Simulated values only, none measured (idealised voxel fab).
Process module heading - voxel self aligned contacts
Section cut is 185 nm wide and gridded with 5 nm square cells.
In what follows, cross-sections appear as grids of square cells, described through bands that run from the top down, where every band is one or more rows of cells.
Band entry format. Leading values: height of top, height of bottom, nm. Remainder: materials in left-to-right order, each with its width in nm. Special words: "everywhere" on a single material, which then fills the band edge to edge; "empty", empty space.
Beneath 0, the wafer as received is one material, and that level is where height counting begins. The lowest band goes on downward without a bottom; it is written like "0 and below".
So if you see something like "30..40" for the width, read it as the top row of the band sitting at the first number and the bottom row at the second, with every row in between moving by the same amount as the last.
What does "same as before" mean for a step? It means no cell of the cross-section changed in that step.
"Cavities, closed" - sealed voids, min. 8 cells, no opening to top; format: width x height at distance (distance from left edge; nm throughout).
Note: text after step settings on the step line = simulator remark on that step.
overlay nm: for a step with a mask, the amount by which the mask lay right of where it was planned; a negative amount means left of it.

Below is the list of planned process steps
step 1: RECEIVE, material Si
step 2: CONFORMAL_DEP, material SiO2, thk nm 5
step 3: DIRECTIONAL_DEP, material polySi, thk nm 25
step 4: DIRECTIONAL_DEP, material SiN, thk nm 20
step 5: PATTERN, tone cover, mask id GATE, material resist, width nm 25, pitch nm 60, thk nm 20, overlay nm 0
step 6: DIRECTIONAL_ETCH, etch materials SiN, depth nm 20
step 7: DIRECTIONAL_ETCH, etch materials polySi, depth nm 25
step 8: STRIP, etch materials resist
step 9: CONFORMAL_DEP, material SiN, thk nm 5
step 10: DIRECTIONAL_ETCH, etch materials SiN, depth nm 5
step 11: FILL_DEP, material SiO2, thk nm 20
step 12: CMP, height nm 60
step 13: PATTERN, tone open, mask id CONTACT, material resist, width nm 45, pitch nm 60, thk nm 15, overlay nm 0
step 14: DIRECTIONAL_ETCH, etch materials SiO2, depth nm 60
step 15: STRIP, etch materials resist
step 16: CONFORMAL_DEP, material TiN, thk nm 5
step 17: FILL_DEP, material Ru, thk nm 10
step 18: CMP, height nm 60
step 19: CONFORMAL_DEP, material SiCN, thk nm 5

First of two wafers: run as planned

As-received wafer cross-section (after step 1)
- 0 and below: Si everywhere
- Cavities, closed: none

Step 2 done - wafer cross-section
- 5 down to 0: SiO2 everywhere
- Everything below 0 is unchanged.

Step 3 done - wafer cross-section
- 30 down to 5: polySi everywhere
- Everything below 5 is unchanged.

Step 4 done - wafer cross-section
- 50 down to 30: SiN everywhere
- Everything below 30 is unchanged.

Step 5 done - wafer cross-section
- 70 down to 50: empty (20)  resist (25)  empty (35)  resist (25)  empty (35)  resist (25)  empty (20)
- Everything below 50 is unchanged.

Step 6 done - wafer cross-section
- 70 down to 50: empty (20)  resist (25)  empty (35)  resist (25)  empty (35)  resist (25)  empty (20)
- 50 down to 30: empty (20)  SiN (25)  empty (35)  SiN (25)  empty (35)  SiN (25)  empty (20)
- Everything below 30 is unchanged.

Step 7 done - wafer cross-section
- 70 down to 50: empty (20)  resist (25)  empty (35)  resist (25)  empty (35)  resist (25)  empty (20)
- 50 down to 30: empty (20)  SiN (25)  empty (35)  SiN (25)  empty (35)  SiN (25)  empty (20)
- 30 down to 5: empty (20)  polySi (25)  empty (35)  polySi (25)  empty (35)  polySi (25)  empty (20)
- Everything below 5 is unchanged.

Step 8 done - wafer cross-section
- 50 down to 30: empty (20)  SiN (25)  empty (35)  SiN (25)  empty (35)  SiN (25)  empty (20)
- Everything below 30 is unchanged.

Step 9 done - wafer cross-section
- 55 down to 30: empty (15)  SiN (35)  empty (25)  SiN (35)  empty (25)  SiN (35)  empty (15)
- 30 down to 10: empty (15)  SiN (5)  polySi (25)  SiN (5)  empty (25)  SiN (5)  polySi (25)  SiN (5)  empty (25)  SiN (5)  polySi (25)  SiN (5)  empty (15)
- 10 down to 5: SiN (20)  polySi (25)  SiN (35)  polySi (25)  SiN (35)  polySi (25)  SiN (20)
- Everything below 5 is unchanged.

Step 10 done - wafer cross-section
- 50 down to 30: empty (15)  SiN (35)  empty (25)  SiN (35)  empty (25)  SiN (35)  empty (15)
- 30 down to 5: empty (15)  SiN (5)  polySi (25)  SiN (5)  empty (25)  SiN (5)  polySi (25)  SiN (5)  empty (25)  SiN (5)  polySi (25)  SiN (5)  empty (15)
- Everything below 5 is unchanged.

Step 11 done - wafer cross-section
- 70 down to 50: SiO2 everywhere
- 50 down to 30: SiO2 (15)  SiN (35)  SiO2 (25)  SiN (35)  SiO2 (25)  SiN (35)  SiO2 (15)
- 30 down to 5: SiO2 (15)  SiN (5)  polySi (25)  SiN (5)  SiO2 (25)  SiN (5)  polySi (25)  SiN (5)  SiO2 (25)  SiN (5)  polySi (25)  SiN (5)  SiO2 (15)
- Everything below 5 is unchanged.

Step 12 done - wafer cross-section
- 60 down to 50: SiO2 everywhere
- Everything below 50 is unchanged.

Step 13 done - wafer cross-section
- 75 down to 60: resist (40)  empty (45)  resist (15)  empty (45)  resist (40)
- Everything below 60 is unchanged.

Step 14 done - wafer cross-section
- 75 down to 60: resist (40)  empty (45)  resist (15)  empty (45)  resist (40)
- 60 down to 50: SiO2 (40)  empty (45)  SiO2 (15)  empty (45)  SiO2 (40)
- 50 down to 30: SiO2 (15)  SiN (35)  empty (25)  SiN (35)  empty (25)  SiN (35)  SiO2 (15)
- 30 down to 5: SiO2 (15)  SiN (5)  polySi (25)  SiN (5)  empty (25)  SiN (5)  polySi (25)  SiN (5)  empty (25)  SiN (5)  polySi (25)  SiN (5)  SiO2 (15)
- 5 down to 0: SiO2 (50)  empty (25)  SiO2 (35)  empty (25)  SiO2 (50)
- Everything below 0 is unchanged.

Step 15 done - wafer cross-section
- 60 down to 50: SiO2 (40)  empty (45)  SiO2 (15)  empty (45)  SiO2 (40)
- Everything below 50 is unchanged.

Step 16 done - wafer cross-section
- 65 down to 60: TiN (45)  empty (35)  TiN (25)  empty (35)  TiN (45)
- 60 down to 50: SiO2 (40)  TiN (5..15)  empty (35..15)  TiN (5..15)  SiO2 (15)  TiN (5..15)  empty (35..15)  TiN (5..15)  SiO2 (40)
- 50 down to 30: SiO2 (15)  SiN (35)  TiN (5)  empty (15)  TiN (5)  SiN (35)  TiN (5)  empty (15)  TiN (5)  SiN (35)  SiO2 (15)
- 30 down to 5: SiO2 (15)  SiN (5)  polySi (25)  SiN (5)  TiN (5)  empty (15)  TiN (5)  SiN (5)  polySi (25)  SiN (5)  TiN (5)  empty (15)  TiN (5)  SiN (5)  polySi (25)  SiN (5)  SiO2 (15)
- 5 down to 0: SiO2 (50)  TiN (25)  SiO2 (35)  TiN (25)  SiO2 (50)
- Everything below 0 is unchanged.

Step 17 done - wafer cross-section
- 75 down to 65: Ru everywhere
- 65 down to 60: TiN (45)  Ru (35)  TiN (25)  Ru (35)  TiN (45)
- 60 down to 50: SiO2 (40)  TiN (5..15)  Ru (35..15)  TiN (5..15)  SiO2 (15)  TiN (5..15)  Ru (35..15)  TiN (5..15)  SiO2 (40)
- 50 down to 30: SiO2 (15)  SiN (35)  TiN (5)  Ru (15)  TiN (5)  SiN (35)  TiN (5)  Ru (15)  TiN (5)  SiN (35)  SiO2 (15)
- 30 down to 5: SiO2 (15)  SiN (5)  polySi (25)  SiN (5)  TiN (5)  Ru (15)  TiN (5)  SiN (5)  polySi (25)  SiN (5)  TiN (5)  Ru (15)  TiN (5)  SiN (5)  polySi (25)  SiN (5)  SiO2 (15)
- Everything below 5 is unchanged.

Step 18 done - wafer cross-section
- 60 down to 50: SiO2 (40)  TiN (5..15)  Ru (35..15)  TiN (5..15)  SiO2 (15)  TiN (5..15)  Ru (35..15)  TiN (5..15)  SiO2 (40)
- Everything below 50 is unchanged.

Step 19 done - wafer cross-section
- 65 down to 60: SiCN everywhere
- Everything below 60 is unchanged.

Okay, second wafer. Nothing different at the start, nothing different in the plan, just one mistake somewhere in the running. As far as step 8, counting that step, it's the first wafer all over again

Second wafer, cross-section, planned end of step 9: same as before

Second wafer, cross-section, planned end of step 10
- 45 down to 30: empty (20)  SiN (25)  empty (35)  SiN (25)  empty (35)  SiN (25)  empty (20)
- Everything below 30 is unchanged.

Second wafer, cross-section, planned end of step 11
- 65 down to 45: SiO2 everywhere
- 45 down to 30: SiO2 (20)  SiN (25)  SiO2 (35)  SiN (25)  SiO2 (35)  SiN (25)  SiO2 (20)
- 30 down to 5: SiO2 (20)  polySi (25)  SiO2 (35)  polySi (25)  SiO2 (35)  polySi (25)  SiO2 (20)
- Everything below 5 is unchanged.

Second wafer, cross-section, planned end of step 12
- 60 down to 45: SiO2 everywhere
- Everything below 45 is unchanged.

Second wafer, cross-section, planned end of step 13
- 75 down to 60: resist (40)  empty (45)  resist (15)  empty (45)  resist (40)
- Everything below 60 is unchanged.

Second wafer, cross-section, planned end of step 14
- 75 down to 60: resist (40)  empty (45)  resist (15)  empty (45)  resist (40)
- 60 down to 45: SiO2 (40)  empty (45)  SiO2 (15)  empty (45)  SiO2 (40)
- 45 down to 30: SiO2 (20)  SiN (25)  empty (35)  SiN (25)  empty (35)  SiN (25)  SiO2 (20)
- 30 down to 5: SiO2 (20)  polySi (25)  empty (35)  polySi (25)  empty (35)  polySi (25)  SiO2 (20)
- 5 down to 0: SiO2 (45)  empty (35)  SiO2 (25)  empty (35)  SiO2 (45)
- Everything below 0 is unchanged.

Second wafer, cross-section, planned end of step 15
- 60 down to 45: SiO2 (40)  empty (45)  SiO2 (15)  empty (45)  SiO2 (40)
- Everything below 45 is unchanged.

Second wafer, cross-section, planned end of step 16
- 65 down to 60: TiN (45)  empty (35)  TiN (25)  empty (35)  TiN (45)
- 60 down to 50: SiO2 (40)  TiN (5)  empty (35)  TiN (5)  SiO2 (15)  TiN (5)  empty (35)  TiN (5)  SiO2 (40)
- 50 down to 45: SiO2 (40)  TiN (10)  empty (25)  TiN (10)  SiO2 (15)  TiN (10)  empty (25)  TiN (10)  SiO2 (40)
- 45 down to 30: SiO2 (20)  SiN (25)  TiN (5)  empty (25)  TiN (5)  SiN (25)  TiN (5)  empty (25)  TiN (5)  SiN (25)  SiO2 (20)
- 30 down to 5: SiO2 (20)  polySi (25)  TiN (5)  empty (25)  TiN (5)  polySi (25)  TiN (5)  empty (25)  TiN (5)  polySi (25)  SiO2 (20)
- 5 down to 0: SiO2 (45)  TiN (35)  SiO2 (25)  TiN (35)  SiO2 (45)
- Everything below 0 is unchanged.

Second wafer, cross-section, planned end of step 17
- 75 down to 65: Ru everywhere
- 65 down to 60: TiN (45)  Ru (35)  TiN (25)  Ru (35)  TiN (45)
- 60 down to 50: SiO2 (40)  TiN (5)  Ru (35)  TiN (5)  SiO2 (15)  TiN (5)  Ru (35)  TiN (5)  SiO2 (40)
- 50 down to 45: SiO2 (40)  TiN (10)  Ru (25)  TiN (10)  SiO2 (15)  TiN (10)  Ru (25)  TiN (10)  SiO2 (40)
- 45 down to 30: SiO2 (20)  SiN (25)  TiN (5)  Ru (25)  TiN (5)  SiN (25)  TiN (5)  Ru (25)  TiN (5)  SiN (25)  SiO2 (20)
- 30 down to 5: SiO2 (20)  polySi (25)  TiN (5)  Ru (25)  TiN (5)  polySi (25)  TiN (5)  Ru (25)  TiN (5)  polySi (25)  SiO2 (20)
- Everything below 5 is unchanged.

Second wafer, cross-section, planned end of step 18
- 60 down to 50: SiO2 (40)  TiN (5)  Ru (35)  TiN (5)  SiO2 (15)  TiN (5)  Ru (35)  TiN (5)  SiO2 (40)
- Everything below 50 is unchanged.

Second wafer, cross-section, planned end of step 19
- 65 down to 60: SiCN everywhere
- Everything below 60 is unchanged.
Short version of what went wrong: plan step 9: skipped, not run
Heads up, by the end the second wafer has more or fewer cells of some materials compared to the first: 44 more of Ru; 69 fewer of SiN; 25 more of SiO2
